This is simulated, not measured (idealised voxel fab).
This is a process module. Its name is voxel wiring stack.
For reference, the cross-section in this document is cut, with width 170 nm and square cells of 5 nm.
Format of a cross-section: grid, square cells. Given as bands. Order: top down. Band: one or more rows of cells.
This entry defines a band. It first specifies the height of the band's top and the height of its bottom in nm, and then specifies the band's materials from left to right, stating each material with its width in nm. The word "throughout" identifies a single material that fills the band from edge to edge, while the word "blank" identifies empty space.
The reference from which all heights are counted is 0, the level beneath which the as-received wafer is entirely one material; the lowest band, having no lower bound, proceeds downward and is written after the example "z 0 and below".
Graded width ("30 to 40"): value in top row of band = first number; value in bottom row = second number; row-to-row change constant.
No cell of the cross-section changed in a step that is given as "all unchanged".
Basically, "Trapped void list" tells you about the enclosed voids: empty spaces with no open way to the top, 8 cells or bigger, each written width x height at distance, where distance is from the left edge, all in nm.
Anything after a step's settings on that line? It's the simulator's own note about the step.
"overlay nm" answers the question of how far to the right of plan the mask lay on a step that has a mask, and when it is negative the answer is to the left.
Listed below are the process steps as planned
1,RECEIVE, material Si
2,CONFORMAL_DEP, material SiO2, thk nm 15
3,DIRECTIONAL_DEP, material TiN, thk nm 5
4,DIRECTIONAL_DEP, material W, thk nm 20
5,PATTERN, tone cover, mask id METAL_1, material resist, width nm 20, pitch nm 45, thk nm 20, overlay nm 0
6,DIRECTIONAL_ETCH, etch materials W, depth nm 20
7,DIRECTIONAL_ETCH, etch materials TiN, depth nm 5
8,STRIP, etch materials resist
9,CONFORMAL_DEP, material SiCN, thk nm 5
10,FILL_DEP, material lowk, thk nm 10
11,CMP, height nm 40
12,CONFORMAL_DEP, material SiCN, thk nm 5
13,DIRECTIONAL_DEP, material lowk, thk nm 10
14,DIRECTIONAL_DEP, material aC, thk nm 10
15,PATTERN, tone open, mask id PLUG_1, material resist, width nm 15, pitch nm 45, thk nm 30, overlay nm 0
16,DIRECTIONAL_ETCH, etch materials aC, depth nm 10
17,STRIP, etch materials resist
18,DIRECTIONAL_ETCH, etch materials lowk, depth nm 10
19,DIRECTIONAL_ETCH, etch materials SiCN, depth nm 5
20,STRIP, etch materials aC
21,EPI, material Ru, thk nm 10
22,EPI, material Ru, thk nm 5
23,CONFORMAL_DEP, material SiCN, thk nm 5
24,DIRECTIONAL_DEP, material SiO2, thk nm 25
25,DIRECTIONAL_DEP, material aC, thk nm 15
26,PATTERN, tone open, mask id METAL_2, material resist, width nm 20, pitch nm 45, thk nm 30, overlay nm 0
27,DIRECTIONAL_ETCH, etch materials aC, depth nm 15
28,STRIP, etch materials resist
29,DIRECTIONAL_ETCH, etch materials SiO2, depth nm 25
30,DIRECTIONAL_ETCH, etch materials SiCN, depth nm 5
31,STRIP, etch materials aC
32,CONFORMAL_DEP, material TiN, thk nm 5
33,FILL_DEP, material Cu, thk nm 10
34,CMP, height nm 85
35,CONFORMAL_DEP, material SiCN, thk nm 5
36,DIRECTIONAL_DEP, material SiO2, thk nm 30
37,MASKED_ETCH, tone open, mask id METAL_3_HOLES, width nm 15, pitch nm 45, etch materials SiO2, depth nm 30, overlay nm 0
38,MASKED_ETCH, tone open, mask id METAL_3, width nm 20, pitch nm 45, etch materials SiO2, depth nm 20, overlay nm 0
39,MASKED_ETCH, tone open, mask id METAL_3, width nm 20, pitch nm 45, etch materials SiCN, depth nm 5, overlay nm 0
40,CONFORMAL_DEP, material TiN, thk nm 5
41,FILL_DEP, material Ru, thk nm 5
42,CMP, height nm 120
43,CONFORMAL_DEP, material SiCN, thk nm 5
44,DIRECTIONAL_DEP, material SiO2, thk nm 30
45,MASKED_ETCH, tone open, mask id METAL_4_HOLES, width nm 15, pitch nm 90, etch materials SiO2, depth nm 30, overlay nm 0
46,MASKED_ETCH, tone open, mask id METAL_4, width nm 20, pitch nm 45, etch materials SiO2, depth nm 20, overlay nm 0
47,MASKED_ETCH, tone open, mask id METAL_4, width nm 20, pitch nm 45, etch materials SiCN, depth nm 5, overlay nm 0
48,CONFORMAL_DEP, material TiN, thk nm 5
49,FILL_DEP, material Ru, thk nm 5
50,CMP, height nm 155
51,CONFORMAL_DEP, material SiN, thk nm 5
As received (post step 1): cross-section
    z 0 and below | Si throughout
    Trapped void list: none
The cross-section shown corresponds to the wafer at the conclusion of the module. The initial structure and the process plan are those presented above; however, one mistake occurred in executing the plan
    z 160 to 155 | SiN throughout
    z 155 to 140 | 30 nm SiO2, then 5 nm TiN, then 10 nm Ru, then 5 nm TiN, then 25 nm SiO2, then 5 nm TiN, then 10 nm Ru, then 5 nm TiN, then 25 nm SiO2, then 5 nm TiN, then 10 nm Ru, then 5 nm TiN, then 30 nm SiO2
    z 140 to 135 | 30 nm SiO2, then 5 nm TiN, then 5 nm Ru, then 10 nm TiN, then 25 nm SiO2, then 20 nm TiN, then 25 nm SiO2, then 5 nm TiN, then 5 nm Ru, then 10 nm TiN, then 30 nm SiO2
    z 135 to 125 | 30 nm SiO2, then 5 nm TiN, then 5 nm Ru, then 5 nm TiN, then 75 nm SiO2, then 5 nm TiN, then 5 nm Ru, then 5 nm TiN, then 35 nm SiO2
    z 125 to 120 | 30 nm SiCN, then 15 nm TiN, then 75 nm SiCN, then 15 nm TiN, then 35 nm SiCN
    z 120 to 105 | 30 nm SiO2, then 5 nm TiN, then 10 nm Ru, then 5 nm TiN, then 25 nm SiO2, then 5 nm TiN, then 10 nm Ru, then 5 nm TiN, then 25 nm SiO2, then 5 nm TiN, then 10 nm Ru, then 5 nm TiN, then 30 nm SiO2
    z 105 to 100 | 30 nm SiO2, then 5 nm TiN, then 5 nm Ru, then 10 nm TiN, then 25 nm SiO2, then 5 nm TiN, then 5 nm Ru, then 10 nm TiN, then 25 nm SiO2, then 5 nm TiN, then 5 nm Ru, then 10 nm TiN, then 30 nm SiO2
    z 100 to 90 | 30 nm SiO2, then 5 nm TiN, then 5 nm Ru, then 5 nm TiN, then 30 nm SiO2, then 5 nm TiN, then 5 nm Ru, then 5 nm TiN, then 30 nm SiO2, then 5 nm TiN, then 5 nm Ru, then 5 nm TiN, then 35 nm SiO2
    z 90 to 85 | 30 nm SiCN, then 15 nm TiN, then 30 nm SiCN, then 15 nm TiN, then 30 nm SiCN, then 15 nm TiN, then 35 nm SiCN
    z 85 to 60 | 30 nm SiO2, then 5 nm TiN, then 10 nm Cu, then 5 nm TiN, then 25 nm SiO2, then 5 nm TiN, then 10 nm Cu, then 5 nm TiN, then 25 nm SiO2, then 5 nm TiN, then 10 nm Cu, then 5 nm TiN, then 30 nm SiO2
    z 60 to 55 | 30 nm SiCN, then 20 nm TiN, then 25 nm SiCN, then 20 nm TiN, then 25 nm SiCN, then 20 nm TiN, then 30 nm SiCN
    z 55 to 45 | 25 nm lowk, then 25 nm Ru, then 20 nm lowk, then 25 nm Ru, then 20 nm lowk, then 25 nm Ru, then 30 nm lowk
    z 45 to 40 | 25 nm SiCN, then 25 nm Ru, then 20 nm SiCN, then 25 nm Ru, then 20 nm SiCN, then 25 nm Ru, then 30 nm SiCN
    z 40 to 20 | 25 nm lowk, then 5 nm SiCN, then 20 nm W, then 5 nm SiCN, then 15 nm lowk, then 5 nm SiCN, then 20 nm W, then 5 nm SiCN, then 15 nm lowk, then 5 nm SiCN, then 20 nm W, then 5 nm SiCN, then 25 nm lowk
    z 20 to 15 | 30 nm SiCN, then 20 nm TiN, then 25 nm SiCN, then 20 nm TiN, then 25 nm SiCN, then 20 nm TiN, then 30 nm SiCN
    z 15 to 0 | SiO2 throughout
    z 0 and below | Si throughout
    Trapped void list: none
Nonconformance to the process plan: for step 15, the planned setting was not used; the step was instead run as PATTERN, tone open, mask id PLUG_1, material resist, width nm 25, pitch nm 45, thk nm 30, overlay nm 0
